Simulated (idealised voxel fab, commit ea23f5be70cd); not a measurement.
process module | voxel quadruple lines
cross-section cut | 240 nm wide | cells 5 nm
A cross-section is a grid of square cells, given in bands from the top down. A band is one or more rows of cells.
Each band's line starts with the height of the band's top and of its bottom, in nm. Then come its materials from left to right, each with its width in nm. One material with "throughout" fills the band from edge to edge. "air" is empty space.
Height 0 is the level under which the wafer as received is all one material. The lowest band goes on downwards, as in "0 down".
A width such as "30 to 40" changes by the same amount from each row of cells to the next, from the band's top row to its bottom row.
"no change" after a step means that no cell of the cross-section changed.
closed voids: empty space of 8 cells or more with no open way to the top, each as width x height at its distance from the left edge, in nm
after a step's settings: what the simulator itself notes on the step
overlay nm, on a step with a mask: how far to the right of its planned place the mask lay; to the left if negative
plan
1 op RECEIVE | material Si
2 op CONFORMAL_DEP | material SiO2 | thk nm 10
3 op DIRECTIONAL_DEP | material TiN | thk nm 15
4 op DIRECTIONAL_DEP | material polySi | thk nm 20
5 op DIRECTIONAL_DEP | material aC | thk nm 20
6 op PATTERN | tone cover | mask id MANDREL | material resist | width nm 30 | thk nm 30 | overlay nm 0
7 op DIRECTIONAL_ETCH | etch materials aC | depth nm 20
8 op STRIP | etch materials resist
9 op CONFORMAL_DEP | material SiO2 | thk nm 10
10 op DIRECTIONAL_ETCH | etch materials SiO2 | depth nm 10
11 op STRIP | etch materials aC
12 op DIRECTIONAL_ETCH | etch materials polySi | depth nm 20
13 op STRIP | etch materials SiO2
14 op CONFORMAL_DEP | material SiCN | thk nm 10
15 op DIRECTIONAL_ETCH | etch materials SiCN | depth nm 10
16 op STRIP | etch materials polySi
17 op DIRECTIONAL_ETCH | etch materials TiN | depth nm 15
18 op STRIP | etch materials SiCN
as received, after step 1
  0 down: Si throughout
  closed voids: none
a wafer at the end: this start, this plan, one mistake
  45 to 25: aC throughout
  25 to 10: TiN throughout
  10 to 0: SiO2 throughout
  0 down: Si throughout
  closed voids: none
what went wrong: steps 4 and 5 were swapped
